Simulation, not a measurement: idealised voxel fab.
The document below concerns the process module designated voxel gate over fins.
The width of the displayed cross-section, cut, is 265 nm; its cells are square, with a size of 5 nm.
Reading order for cross-sections: top band down to bottom band. Underlying form: a grid of square cells. Band size: one or more rows of cells. The band entry comprises the height of the band's top followed by the height of its bottom, expressed in nm, and subsequently the band's materials from left to right, each stated together with its width in nm. Where a single material is marked with the word "edge to edge", that material fills the band from edge to edge. The word "blank" represents empty space. We count height from 0. Below that, the starting wafer is all one material. The lowest band never ends at the bottom but goes on down; see "0..down" for how that is written. Think of "30 to 40" as a width that walks from the first number to the second as you go down the band, top row to bottom row, taking equal-sized steps from row to row. "everything unchanged" (step): cross-section cells unchanged, all of them. "Closed void inventory": empty spaces of 8 cells or more with no open way to the top, each given as width x height at distance, distance from the left edge, all in nm. If you see something after the settings on a step's line, that's the simulator's own remark about that step. The line of a step may include "overlay nm". On a step with a mask, this value is how far to the right of its planned place the mask lay. A negative value means the mask lay to the left.

### Process steps foreseen in the plan
1: RECEIVE,material Si
2: CONFORMAL_DEP,material SiN,thk nm 10
3: DIRECTIONAL_DEP,material aC,thk nm 10
4: PATTERN,tone cover,mask id FINS,material resist,width nm 15,pitch nm 50,thk nm 25,overlay nm 0
5: DIRECTIONAL_ETCH,etch materials aC,depth nm 10
6: STRIP,etch materials resist
7: DIRECTIONAL_ETCH,etch materials SiN,depth nm 10
8: DIRECTIONAL_ETCH,etch materials Si,depth nm 30
9: STRIP,etch materials aC
10: FILL_DEP,material SiO2,thk nm 15
11: CMP,height nm 10
12: PATTERN,tone open,mask id RAIL,material resist,width nm 15,thk nm 20,overlay nm 0
13: DIRECTIONAL_ETCH,etch materials SiO2,depth nm 35
14: STRIP,etch materials resist
15: CONFORMAL_DEP,material TiN,thk nm 5
16: FILL_DEP,material Ru,thk nm 5
17: CMP,height nm 10
18: SELECTIVE_ETCH,etch materials W Ru TiN,depth nm 25
19: FILL_DEP,material SiO2,thk nm 5
20: CMP,height nm 10
21: SELECTIVE_ETCH,etch materials SiO2,depth nm 20
22: STRIP,etch materials SiN
23: CONFORMAL_DEP,material HfO2,thk nm 5
24: CONFORMAL_DEP,material TiN,thk nm 5
25: CONFORMAL_DEP,material TiAl,thk nm 5
26: CONFORMAL_DEP,material TiN,thk nm 5
27: FILL_DEP,material W,thk nm 10
28: CMP,height nm 25
29: CONFORMAL_DEP,material SiN,thk nm 5

### Delivered wafer in cross-section: state after step 1
> 0..down = Si edge to edge
> Closed void inventory: none

### Looking at the first of two wafers in cross-section at end of module - ran to plan
> 30..25 = SiN edge to edge
> 25..20 = W edge to edge
> 20..15 = 55 of W, 155 of TiN, 55 of W
> 15..10 = 55 of W, 5 of TiN, 45 of TiAl, 5 of TiN, 45 of TiAl, 5 of TiN, 45 of TiAl, 5 of TiN, 55 of W
> 10..5 = 60 of TiN, 5 of TiAl, 35 of TiN, 5 of TiAl, 5 of TiN, 5 of TiAl, 35 of TiN, 5 of TiAl, 5 of TiN, 5 of TiAl, 35 of TiN, 5 of TiAl, 60 of TiN
> 5..0 = 65 of TiAl, 5 of TiN, 25 of HfO2, 5 of TiN, 15 of TiAl, 5 of TiN, 25 of HfO2, 5 of TiN, 15 of TiAl, 5 of TiN, 25 of HfO2, 5 of TiN, 65 of TiAl
> 0..-5 = 70 of TiN, 5 of HfO2, 15 of Si, 5 of HfO2, 25 of TiN, 5 of HfO2, 15 of Si, 5 of HfO2, 25 of TiN, 5 of HfO2, 15 of Si, 5 of HfO2, 70 of TiN
> -5..-10 = 75 of HfO2, 15 of Si, 35 of HfO2, 15 of Si, 35 of HfO2, 15 of Si, 75 of HfO2
> -10..-15 = 75 of SiO2, 15 of Si, 35 of SiO2, 15 of Si, 35 of SiO2, 15 of Si, 75 of SiO2
> -15..-20 = 75 of SiO2, 15 of Si, 10 of SiO2, 5 of TiN, 5 of Ru, 5 of TiN, 10 of SiO2, 15 of Si, 35 of SiO2, 15 of Si, 75 of SiO2
> -20..-25 = 75 of SiO2, 15 of Si, 10 of SiO2, 15 of TiN, 10 of SiO2, 15 of Si, 35 of SiO2, 15 of Si, 75 of SiO2
> -25..-30 = 75 of SiO2, 15 of Si, 35 of SiO2, 15 of Si, 35 of SiO2, 15 of Si, 75 of SiO2
> -30..down = Si edge to edge
> Closed void inventory: none

### Wafer two cross-section, module end. Start and plan unchanged from wafer one; one mistake made during the run
> 30..25 = SiN edge to edge
> 25..20 = W edge to edge
> 20..10 = 55 of W, 155 of TiN, 55 of W
> 10..5 = 65 of TiN, 35 of TiAl, 15 of TiN, 35 of TiAl, 15 of TiN, 35 of TiAl, 65 of TiN
> 5..0 = 65 of TiN, 5 of TiAl, 25 of HfO2, 5 of TiAl, 15 of TiN, 5 of TiAl, 25 of HfO2, 5 of TiAl, 15 of TiN, 5 of TiAl, 25 of HfO2, 5 of TiAl, 65 of TiN
> 0..-5 = 70 of TiAl, 5 of HfO2, 15 of Si, 5 of HfO2, 25 of TiAl, 5 of HfO2, 15 of Si, 5 of HfO2, 25 of TiAl, 5 of HfO2, 15 of Si, 5 of HfO2, 70 of TiAl
> -5..-10 = 75 of HfO2, 15 of Si, 35 of HfO2, 15 of Si, 35 of HfO2, 15 of Si, 75 of HfO2
> -10..-15 = 75 of SiO2, 15 of Si, 35 of SiO2, 15 of Si, 35 of SiO2, 15 of Si, 75 of SiO2
> -15..-20 = 75 of SiO2, 15 of Si, 10 of SiO2, 5 of TiN, 5 of Ru, 5 of TiN, 10 of SiO2, 15 of Si, 35 of SiO2, 15 of Si, 75 of SiO2
> -20..-25 = 75 of SiO2, 15 of Si, 10 of SiO2, 15 of TiN, 10 of SiO2, 15 of Si, 35 of SiO2, 15 of Si, 75 of SiO2
> -25..-30 = 75 of SiO2, 15 of Si, 35 of SiO2, 15 of Si, 35 of SiO2, 15 of Si, 75 of SiO2
> -30..down = Si edge to edge
> Closed void inventory: none
Error vs. plan: steps 24 and 25 of the plan were each performed in the slot designated for the other
At the end, each material covers as many cells on the second wafer as it does on the first, though the cells it covers are elsewhere.
